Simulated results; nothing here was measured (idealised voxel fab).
Proc. module: voxel released beams
It is cross-section cut that appears here, measuring 265 nm in width, its square cells being 5 nm in size.
Cross-section layout: square cells on a grid; listed as bands, top to bottom; a band spans one or more cell rows. Within each band entry, the heights of the top and of the bottom of the band appear first, in that order and in nm; the materials of the band then follow from left to right, each with its corresponding width in nm. The designation "everywhere" on a single material indicates that it fills the band from edge to edge; the designation "blank" indicates empty space. Heads up on the height convention: 0 is the point under which the incoming wafer is all one material, and the lowest band has no bottom, it just keeps going down, like "0 and below". A width such as "30 to 40" changes by the same amount from each row of cells to the next, from the band's top row to its bottom row. Step note "remains unaltered" = no cross-section cell changed. Empty spaces counting at least 8 cells and having no open way to the top are listed in "Sealed cavities". The notation width x height at distance is used for each, the distance being from the left edge and all three values in nm. What comes after the settings on a step's line is commentary from the simulator itself on that step. overlay nm, on a step with a mask: how far to the right of its planned place the mask lay; to the left if negative.

List of planned process steps
1,RECEIVE [material Si]
2,CONFORMAL_DEP [material SiN] [thk nm 10]
3,DIRECTIONAL_DEP [material SiO2] [thk nm 15]
4,PATTERN [tone open] [mask id ANCHOR] [material resist] [width nm 40] [thk nm 15] [overlay nm 0]
5,DIRECTIONAL_ETCH [etch materials SiO2] [depth nm 15]
6,STRIP [etch materials resist]
7,CONFORMAL_DEP [material W] [thk nm 15]
8,DIRECTIONAL_DEP [material aC] [thk nm 10]
9,PATTERN [tone cover] [mask id BEAM] [material resist] [width nm 90] [thk nm 30] [overlay nm 0]
10,DIRECTIONAL_ETCH [etch materials aC] [depth nm 10]
11,STRIP [etch materials resist]
12,DIRECTIONAL_ETCH [etch materials W] [depth nm 15]
13,STRIP [etch materials aC]
14,STRIP [etch materials SiO2]

So, the first of our two wafers, run just as we planned it

As received (post step 1): cross-section
    0 and below | Si everywhere
    Sealed cavities: none

Step 2 complete: cross-section through the wafer
    10 down to 0 | SiN everywhere
    Heights below 0 show no change.

Step 3 complete: cross-section through the wafer
    25 down to 10 | SiO2 everywhere
    Heights below 10 show no change.

Step 4 complete: cross-section through the wafer
    40 down to 25 | 90 resist; 40 blank; 135 resist
    Heights below 25 show no change.

Step 5 complete: cross-section through the wafer
    40 down to 25 | 90 resist; 40 blank; 135 resist
    25 down to 10 | 90 SiO2; 40 blank; 135 SiO2
    Heights below 10 show no change.

Step 6 complete: cross-section through the wafer
    25 down to 10 | 90 SiO2; 40 blank; 135 SiO2
    Heights below 10 show no change.

Step 7 complete: cross-section through the wafer
    40 down to 25 | 105 W; 10 blank; 150 W
    25 down to 10 | 90 SiO2; 40 W; 135 SiO2
    Heights below 10 show no change.

Step 8 complete: cross-section through the wafer
    50 down to 40 | 105 aC; 10 blank; 150 aC
    40 down to 35 | 105 W; 10 blank; 150 W
    35 down to 25 | 105 W; 10 aC; 150 W
    Heights below 25 show no change.

Step 9 complete: cross-section through the wafer
    80 down to 50 | 85 blank; 90 resist; 90 blank
    50 down to 40 | 105 aC; 10 resist; 150 aC
    40 down to 35 | 105 W; 10 resist; 150 W
    Heights below 35 show no change.

Step 10 complete: cross-section through the wafer
    70 down to 50 | 85 blank; 90 resist; 90 blank
    50 down to 40 | 85 blank; 20 aC; 10 resist; 60 aC; 90 blank
    Heights below 40 show no change.

Step 11 complete: cross-section through the wafer
    50 down to 40 | 85 blank; 20 aC; 10 blank; 60 aC; 90 blank
    40 down to 35 | 105 W; 10 blank; 150 W
    Heights below 35 show no change.

Step 12 complete: cross-section through the wafer
    50 down to 40 | 85 blank; 20 aC; 10 blank; 60 aC; 90 blank
    40 down to 35 | 85 blank; 20 W; 10 blank; 60 W; 90 blank
    35 down to 25 | 85 blank; 20 W; 10 aC; 60 W; 90 blank
    Heights below 25 show no change.

Step 13 complete: cross-section through the wafer
    40 down to 25 | 85 blank; 20 W; 10 blank; 60 W; 90 blank
    Heights below 25 show no change.

Step 14 complete: cross-section through the wafer
    40 down to 25 | 85 blank; 20 W; 10 blank; 60 W; 90 blank
    25 down to 10 | 90 blank; 40 W; 135 blank
    Heights below 10 show no change.

The Second Wafer: Common Origin and Plan, One Mistake in Execution, Identical to the First Through Step 3

Second wafer at the planned finish of step 4, seen in cross-section
    40 down to 25 | 85 resist; 50 blank; 130 resist
    Heights below 25 show no change.

Second wafer at the planned finish of step 5, seen in cross-section
    40 down to 25 | 85 resist; 50 blank; 130 resist
    25 down to 10 | 85 SiO2; 50 blank; 130 SiO2
    Heights below 10 show no change.

Second wafer at the planned finish of step 6, seen in cross-section
    25 down to 10 | 85 SiO2; 50 blank; 130 SiO2
    Heights below 10 show no change.

Second wafer at the planned finish of step 7, seen in cross-section
    40 down to 25 | 100 W; 20 blank; 145 W
    25 down to 10 | 85 SiO2; 50 W; 130 SiO2
    Heights below 10 show no change.

Second wafer at the planned finish of step 8, seen in cross-section
    50 down to 40 | 100 aC; 20 blank; 145 aC
    40 down to 35 | 100 W; 20 blank; 145 W
    35 down to 25 | 100 W; 20 aC; 145 W
    Heights below 25 show no change.

Second wafer at the planned finish of step 9, seen in cross-section
    80 down to 50 | 85 blank; 90 resist; 90 blank
    50 down to 40 | 100 aC; 20 resist; 145 aC
    40 down to 35 | 100 W; 20 resist; 145 W
    Heights below 35 show no change.

Second wafer at the planned finish of step 10, seen in cross-section
    70 down to 50 | 85 blank; 90 resist; 90 blank
    50 down to 40 | 85 blank; 15 aC; 20 resist; 55 aC; 90 blank
    Heights below 40 show no change.

Second wafer at the planned finish of step 11, seen in cross-section
    50 down to 40 | 85 blank; 15 aC; 20 blank; 55 aC; 90 blank
    40 down to 35 | 100 W; 20 blank; 145 W
    Heights below 35 show no change.

Second wafer at the planned finish of step 12, seen in cross-section
    50 down to 40 | 85 blank; 15 aC; 20 blank; 55 aC; 90 blank
    40 down to 35 | 85 blank; 15 W; 20 blank; 55 W; 90 blank
    35 down to 25 | 85 blank; 15 W; 20 aC; 55 W; 90 blank
    Heights below 25 show no change.

Second wafer at the planned finish of step 13, seen in cross-section
    40 down to 25 | 85 blank; 15 W; 20 blank; 55 W; 90 blank
    Heights below 25 show no change.

Second wafer at the planned finish of step 14, seen in cross-section
    40 down to 25 | 85 blank; 15 W; 20 blank; 55 W; 90 blank
    25 down to 10 | 85 blank; 50 W; 130 blank
    Heights below 10 show no change.
Deviation noted in wafer processing: step 4 changed vs plan, executed as PATTERN [tone open] [mask id ANCHOR] [material resist] [width nm 50] [thk nm 15] [overlay nm 0]
At the end, the second wafer has the same number of cells of each material as the first, but those cells sit in other places.
